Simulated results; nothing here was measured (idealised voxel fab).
The document below concerns the process module designated voxel ribs on slabs.
The cross-section on display is named cut; it measures 185 nm wide, and its cells are 5 nm squares.
When this document writes out a cross-section, it uses a grid of square cells and lists it as bands, beginning at the top and moving down, with a band standing for one or more rows of cells.
It is stipulated that each band's entry specify, in nanometres, the height of the top of the band and then that of its bottom, followed by the materials of the band in left-to-right sequence, each together with its width in nanometres. A single material marked by the word "edge to edge" is understood to fill the band from edge to edge; the word "blank" is understood to denote empty space.
Heads up on the height convention: 0 is the point under which the incoming wafer is all one material, and the lowest band has no bottom, it just keeps going down, like "from 0 down".
Quick explanation for "30->40": the width changes in equal steps down the rows of cells, from the first number in the band's top row to the second number in its bottom row.
"nothing was modified", as given for a step, is the statement that not any cell of the cross-section underwent a change during that step.
Listed in "Closed void catalog": every empty space of 8 or more cells without an open way to the top. Form: width x height at distance, the distance being from the left edge, all in nm.
Anything after a step's settings on that line? It's the simulator's own note about the step.
What "overlay nm" on a step's line means: if the step has a mask, that mask lay this far to the right of its planned place, or, when the value is negative, to the left.
## List of planned process steps
1. RECEIVE with material Si
2. DIRECTIONAL_DEP with material SiO2, thk nm 25
3. DIRECTIONAL_DEP with material SiN, thk nm 15
4. PATTERN with tone cover, mask id RIB, material resist, width nm 30, thk nm 15, overlay nm 0
5. DIRECTIONAL_ETCH with etch materials SiN, depth nm 5
6. STRIP with etch materials resist
7. DIRECTIONAL_DEP with material aC, thk nm 10
8. PATTERN with tone cover, mask id SLAB, material resist, width nm 60, thk nm 25, overlay nm 0
9. DIRECTIONAL_ETCH with etch materials aC, depth nm 10
10. STRIP with etch materials resist
11. DIRECTIONAL_ETCH with etch materials SiN, depth nm 10
12. STRIP with etch materials aC
13. FILL_DEP with material SiO2, thk nm 25
14. CMP with height nm 60
15. DIRECTIONAL_DEP with material W, thk nm 5
16. PATTERN with tone cover, mask id HEATER, material resist, width nm 40, thk nm 15, overlay nm -15
17. DIRECTIONAL_ETCH with etch materials W, depth nm 5
18. STRIP with etch materials resist
19. CONFORMAL_DEP with material SiN, thk nm 10
What sets these wafers apart? The overlay nm at step 16. They all start alike, and the plan carries the first wafer's value.
## First wafer of several, as received: cross-section after step 1
    from 0 down = Si edge to edge
    Closed void catalog: none
## First wafer of several, cross-section, module end, after step 19 (last)
    from 75 to 70 = 45 of blank, 60 of SiN, 80 of blank
    from 70 to 65 = SiN edge to edge
    from 65 to 60 = 55 of SiN, 40 of W, 90 of SiN
    from 60 to 40 = SiO2 edge to edge
    from 40 to 35 = 75 of SiO2, 30 of SiN, 80 of SiO2
    from 35 to 25 = 60 of SiO2, 60 of SiN, 65 of SiO2
    from 25 to 0 = SiO2 edge to edge
    from 0 down = Si edge to edge
    Closed void catalog: none
## Showing the last wafer in cross-section at the end of the module
    from 75 to 70 = 75 of blank, 60 of SiN, 50 of blank
    from 70 to 65 = SiN edge to edge
    from 65 to 60 = 85 of SiN, 40 of W, 60 of SiN
    from 60 to 40 = SiO2 edge to edge
    from 40 to 35 = 75 of SiO2, 30 of SiN, 80 of SiO2
    from 35 to 25 = 60 of SiO2, 60 of SiN, 65 of SiO2
    from 25 to 0 = SiO2 edge to edge
    from 0 down = Si edge to edge
    Closed void catalog: none
## Quick key for the table: a row per wafer, taken at the end of the module. For each material it tells you how many cells the wafer gained (+) or lost (-) since it came in, and the closed voids come after
overlay nm -15; +108 SiN; +414 SiO2; +8 W; Closed void catalog: none
overlay nm -10; +108 SiN; +414 SiO2; +8 W; Closed void catalog: none
overlay nm -5; +108 SiN; +414 SiO2; +8 W; Closed void catalog: none
overlay nm 0; +108 SiN; +414 SiO2; +8 W; Closed void catalog: none
overlay nm 5; +108 SiN; +414 SiO2; +8 W; Closed void catalog: none
overlay nm 10; +108 SiN; +414 SiO2; +8 W; Closed void catalog: none
overlay nm 15; +108 SiN; +414 SiO2; +8 W; Closed void catalog: none
